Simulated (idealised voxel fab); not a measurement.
voxel self aligned contacts: a process module
Section cut is 185 nm wide and gridded with 5 nm square cells.
Cross-section, as written here: a square-cell grid given band by band from the top down, where a band holds one or more rows of cells.
What a band's entry tells you: where the top is and where the bottom is, as heights in nm, and after that what lies inside, material by material from left to right, each with its width in nm. Empty space is written as the word "blank", and a single material marked with the word "all across" occupies the band from edge to edge.
Zero point of the height axis is 0; under it, received wafer = one material. Lowest band: continues down indefinitely, "0 -> down".
The two numbers in a width such as "30 to 40" mark its ends across the band: the first belongs to the top row of cells, the second to the bottom row, and from each row to the next the width moves by the same amount.
Any step labelled "no modification" changed none of the cells in the cross-section.
"Closed void catalog" lists enclosed empty spaces (at least 8 cells, no open path upward to the top), each as width x height at distance from the left edge, in nm.
Text after the settings on a step's line: the simulator's own remark on that step.
overlay nm, on a step with a mask: how far to the right of its planned place the mask lay; to the left if negative
plan:
1: RECEIVE,material Si
2: OXIDIZE,depth nm 5
3: DIRECTIONAL_DEP,material polySi,thk nm 30
4: DIRECTIONAL_DEP,material SiN,thk nm 15
5: PATTERN,tone cover,mask id GATE,material resist,width nm 25,pitch nm 50,thk nm 15,overlay nm 0
6: DIRECTIONAL_ETCH,etch materials SiN,depth nm 15
7: DIRECTIONAL_ETCH,etch materials polySi,depth nm 30
8: STRIP,etch materials resist
9: CONFORMAL_DEP,material SiN,thk nm 5
10: DIRECTIONAL_ETCH,etch materials SiN,depth nm 5
11: FILL_DEP,material SiO2,thk nm 15
12: CMP,height nm 50
13: MASKED_ETCH,tone open,mask id CONTACT,width nm 35,etch materials SiO2,depth nm 55,overlay nm -15
14: CONFORMAL_DEP,material TiN,thk nm 5
15: FILL_DEP,material W,thk nm 5
16: CMP,height nm 50
17: CONFORMAL_DEP,material SiCN,thk nm 5
The plan's step 13 overlay nm is the first wafer's value; the wafers differ in this setting and start identical.
The first of several wafers in cross-section, exactly as it reached us after step 1:
> 0 -> down = Si all across
> Closed void catalog: none
The following table contains a row per wafer, in which are reported, at the conclusion of the module, the cells of each material gained (+) or lost (-) since the wafer's receipt, with its closed voids given thereafter:
overlay nm -15 | -37 Si | +37 SiCN | +66 SiN | +254 SiO2 | +27 TiN | +60 polySi | Closed void catalog: none
overlay nm -10 | -37 Si | +37 SiCN | +66 SiN | +244 SiO2 | +27 TiN | +10 W | +60 polySi | Closed void catalog: none
overlay nm -5 | -37 Si | +37 SiCN | +66 SiN | +244 SiO2 | +27 TiN | +10 W | +60 polySi | Closed void catalog: none
overlay nm 0 | -37 Si | +37 SiCN | +66 SiN | +244 SiO2 | +27 TiN | +10 W | +60 polySi | Closed void catalog: none
overlay nm 5 | -37 Si | +37 SiCN | +66 SiN | +244 SiO2 | +27 TiN | +10 W | +60 polySi | Closed void catalog: none
overlay nm 10 | -37 Si | +37 SiCN | +66 SiN | +244 SiO2 | +27 TiN | +10 W | +60 polySi | Closed void catalog: none
overlay nm 15 | -37 Si | +37 SiCN | +66 SiN | +254 SiO2 | +27 TiN | +60 polySi | Closed void catalog: none
